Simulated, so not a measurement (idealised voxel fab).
process module | voxel trench capacitor
cross-section cut | 300 nm wide | cells 5 nm
A cross-section is a grid of square cells, given in bands from the top down. A band is one or more rows of cells.
Each band's line starts with the height of the band's top and of its bottom, in nm. Then come its materials from left to right, each with its width in nm. One material with "throughout" fills the band from edge to edge. "air" is empty space.
Height 0 is the level under which the wafer as received is all one material. The lowest band goes on downwards, as in "0 down".
A width such as "30 to 40" changes by the same amount from each row of cells to the next, from the band's top row to its bottom row.
"no change" after a step means that no cell of the cross-section changed.
closed voids: empty space of 8 cells or more with no open way to the top, each as width x height at its distance from the left edge, in nm
after a step's settings: what the simulator itself notes on the step
overlay nm, on a step with a mask: how far to the right of its planned place the mask lay; to the left if negative
plan
1 op RECEIVE | material Si
2 op CONFORMAL_DEP | material SiN | thk nm 10
3 op PATTERN | tone open | mask id TRENCH | material resist | width nm 20 | pitch nm 60 | thk nm 15 | overlay nm 0
4 op DIRECTIONAL_ETCH | etch materials SiN | depth nm 10
5 op DIRECTIONAL_ETCH | etch materials Si | depth nm 30
6 op STRIP | etch materials resist
7 op CONFORMAL_DEP | material HfO2 | thk nm 5
8 op CONFORMAL_DEP | material TiN | thk nm 5
9 op FILL_DEP | material W | thk nm 10
10 op CMP | height nm 10
varied across the wafers: width nm of step 3. The plan shows the first wafer's value. All wafers start alike
first wafer as received, after step 1
  0 down: Si throughout
  closed voids: none
first wafer at the end, after step 10
  10 to 0: SiN 50 | HfO2 5 | TiN 10 | HfO2 5 | SiN 40 | HfO2 5 | TiN 10 | HfO2 5 | SiN 40 | HfO2 5 | TiN 10 | HfO2 5 | SiN 40 | HfO2 5 | TiN 10 | HfO2 5 | SiN 50
  0 to -25: Si 50 | HfO2 5 | TiN 10 | HfO2 5 | Si 40 | HfO2 5 | TiN 10 | HfO2 5 | Si 40 | HfO2 5 | TiN 10 | HfO2 5 | Si 40 | HfO2 5 | TiN 10 | HfO2 5 | Si 50
  -25 to -30: Si 50 | HfO2 20 | Si 40 | HfO2 20 | Si 40 | HfO2 20 | Si 40 | HfO2 20 | Si 50
  -30 down: Si throughout
  closed voids: none
last wafer at the end
  10 to 0: SiN 40 | HfO2 5 | TiN 5 | W 25 | TiN 5 | HfO2 5 | SiN 15 | HfO2 5 | TiN 5 | W 25 | TiN 5 | HfO2 5 | SiN 15 | HfO2 5 | TiN 5 | W 25 | TiN 5 | HfO2 5 | SiN 15 | HfO2 5 | TiN 5 | W 25 | TiN 5 | HfO2 5 | SiN 35
  0 to -20: Si 40 | HfO2 5 | TiN 5 | W 25 | TiN 5 | HfO2 5 | Si 15 | HfO2 5 | TiN 5 | W 25 | TiN 5 | HfO2 5 | Si 15 | HfO2 5 | TiN 5 | W 25 | TiN 5 | HfO2 5 | Si 15 | HfO2 5 | TiN 5 | W 25 | TiN 5 | HfO2 5 | Si 35
  -20 to -25: Si 40 | HfO2 5 | TiN 35 | HfO2 5 | Si 15 | HfO2 5 | TiN 35 | HfO2 5 | Si 15 | HfO2 5 | TiN 35 | HfO2 5 | Si 15 | HfO2 5 | TiN 35 | HfO2 5 | Si 35
  -25 to -30: Si 40 | HfO2 45 | Si 15 | HfO2 45 | Si 15 | HfO2 45 | Si 15 | HfO2 45 | Si 35
  -30 down: Si throughout
  closed voids: none
each wafer at the end: cells of each material gained (+) or lost (-) since it was received, then its closed voids
width nm 20 | +72 HfO2 | -96 Si | +88 SiN | +56 TiN | closed voids: none
width nm 25 | +76 HfO2 | -120 Si | +80 SiN | +60 TiN | +24 W | closed voids: none
width nm 30 | +80 HfO2 | -144 Si | +72 SiN | +64 TiN | +48 W | closed voids: none
width nm 35 | +84 HfO2 | -168 Si | +64 SiN | +68 TiN | +72 W | closed voids: none
width nm 40 | +88 HfO2 | -192 Si | +56 SiN | +72 TiN | +96 W | closed voids: none
width nm 45 | +92 HfO2 | -216 Si | +48 SiN | +76 TiN | +120 W | closed voids: none
